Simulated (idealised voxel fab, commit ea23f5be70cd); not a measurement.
Name of the process module below: voxel fin reveal
Square cells of 5 nm make up the cross-section cut, whose width is 155 nm.
A cross-section is written here as square cells arranged in a grid, and it is given in bands from the top down, each band taking up one or more rows of cells.
The band entry comprises the height of the band's top followed by the height of its bottom, expressed in nm, and subsequently the band's materials from left to right, each stated together with its width in nm. Where a single material is marked with the word "edge to edge", that material fills the band from edge to edge. The word "empty" represents empty space.
Below 0: as-received wafer, all one material; heights counted from there. Lowest band: no bottom, goes on down, written "0 -> down".
The width entry "30->40" should be interpreted row by row: the top row of cells in the band takes the first number, the bottom row takes the second number, and the change between adjacent rows is uniform throughout.
"nothing altered", as given for a step, is the statement that not any cell of the cross-section underwent a change during that step.
Empty spaces counting at least 8 cells and having no open way to the top are listed in "Sealed void listing". The notation width x height at distance is used for each, the distance being from the left edge and all three values in nm.
Past the settings on a step's line: simulator remark, on that step.
"overlay nm" answers the question of how far to the right of plan the mask lay on a step that has a mask, and when it is negative the answer is to the left.
**These are the steps we planned for the process**
1) RECEIVE,material Si
2) CONFORMAL_DEP,material SiN,thk nm 5
3) DIRECTIONAL_DEP,material aC,thk nm 15
4) PATTERN,tone cover,mask id FINS,material resist,width nm 15,pitch nm 40,thk nm 35,overlay nm 0
5) DIRECTIONAL_ETCH,etch materials aC,depth nm 15
6) STRIP,etch materials resist
7) DIRECTIONAL_ETCH,etch materials SiN,depth nm 5
8) DIRECTIONAL_ETCH,etch materials Si,depth nm 35
9) STRIP,etch materials aC
10) FILL_DEP,material SiO2,thk nm 10
11) CMP,height nm 5
12) SELECTIVE_ETCH,etch materials SiO2,depth nm 15
13) STRIP,etch materials SiN
14) CONFORMAL_DEP,material SiO2,thk nm 5
**As-received wafer cross-section (after step 1)**
	0 -> down = Si edge to edge
	Sealed void listing: none
**Wafer cross-section at module end: first of two, run to plan**
	5 -> 0 = 45 of empty, 25 of SiO2, 15 of empty, 25 of SiO2, 45 of empty
	0 -> -5 = 45 of empty, 5 of SiO2, 15 of Si, 5 of SiO2, 15 of empty, 5 of SiO2, 15 of Si, 5 of SiO2, 45 of empty
	-5 -> -35 = 50 of SiO2, 15 of Si, 25 of SiO2, 15 of Si, 50 of SiO2
	-35 -> down = Si edge to edge
	Sealed void listing: none
**Cross-section of the latter of the two wafers at module completion. It had an identical start and an identical plan to the former; in running it, one mistake was made**
	0 -> -5 = 45 of empty, 25 of SiO2, 15 of empty, 25 of SiO2, 45 of empty
	-5 -> -15 = 45 of empty, 5 of SiO2, 15 of Si, 5 of SiO2, 15 of empty, 5 of SiO2, 15 of Si, 5 of SiO2, 45 of empty
	-15 -> -35 = 50 of SiO2, 15 of Si, 25 of SiO2, 15 of Si, 50 of SiO2
	-35 -> down = Si edge to edge
	Sealed void listing: none
So what did we get wrong on this run? step 11 deviated from plan and actually ran as CMP,height nm -5
FYI, end of process, the second wafer has more or fewer cells of some materials than the first: Si -6 | SiO2 -46
